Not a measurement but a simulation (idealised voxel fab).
Herein follows the process module entitled voxel trench capacitor.
We display cut, a cross-section 250 nm in width whose square cells are each 5 nm.
Each cross-section below is a grid of square cells, stated as bands in top-down order, with one or more rows of cells making up each band. Each band's line starts with the height of the band's top and of its bottom, in nm. Then come its materials from left to right, each with its width in nm. One material with "everywhere" fills the band from edge to edge. "empty" is empty space. We count height from 0. Below that, the starting wafer is all one material. The lowest band never ends at the bottom but goes on down; see "0 -> down" for how that is written. The expression "30->40" gives the width at the extremes of the band, the first number at its top row of cells and the second at its bottom row, with the width changing by equal amounts from each row to the next in between. Reading "nothing was modified" for a step: not a cell of the cross-section changed in it. Any empty space of 8 cells or more lacking an open way to the top shows up in "Closed internal cavities" as width x height at distance, distance from the left edge, in nm. If you see something after the settings on a step's line, that's the simulator's own remark about that step. For masked steps, "overlay nm" on the step line gives how far right of plan the mask actually lay; a minus sign means it lay to the left.

**The following list gives the planned process steps**
1,RECEIVE: material Si
2,CONFORMAL_DEP: material SiN, thk nm 10
3,DIRECTIONAL_DEP: material aC, thk nm 15
4,PATTERN: tone open, mask id TRENCH, material resist, width nm 25, pitch nm 50, thk nm 35, overlay nm 0
5,DIRECTIONAL_ETCH: etch materials aC, depth nm 15
6,STRIP: etch materials resist
7,DIRECTIONAL_ETCH: etch materials SiN, depth nm 10
8,DIRECTIONAL_ETCH: etch materials Si, depth nm 25
9,STRIP: etch materials aC
10,CONFORMAL_DEP: material SiO2, thk nm 5
11,FILL_DEP: material polySi, thk nm 5
12,CMP: height nm 10

**As-received wafer cross-section (after step 1)**
> 0 -> down = Si everywhere
> Closed internal cavities: none

**End-of-module XS, first of two wafers, run as planned**
> 10 -> 0 = 85 SiN  5 SiO2  15 polySi  5 SiO2  25 SiN  5 SiO2  15 polySi  5 SiO2  90 SiN
> 0 -> -20 = 85 Si  5 SiO2  15 polySi  5 SiO2  25 Si  5 SiO2  15 polySi  5 SiO2  90 Si
> -20 -> -25 = 85 Si  25 SiO2  25 Si  25 SiO2  90 Si
> -25 -> down = Si everywhere
> Closed internal cavities: none

**The second wafer, shown in cross-section after the module: started the same way as the first and given the same plan, yet one mistake crept into how it was run**
> 10 -> 0 = 85 SiN  5 SiO2  15 polySi  5 SiO2  25 SiN  5 SiO2  15 polySi  5 SiO2  90 SiN
> 0 -> -45 = 85 Si  5 SiO2  15 polySi  5 SiO2  25 Si  5 SiO2  15 polySi  5 SiO2  90 Si
> -45 -> -50 = 85 Si  25 SiO2  25 Si  25 SiO2  90 Si
> -50 -> down = Si everywhere
> Closed internal cavities: none
Diagnosis: the plan had its step 8 run twice
Looking at both finished wafers in cells, the second ends up ahead of or behind the first on some materials: Si -50, SiO2 +20, polySi +30
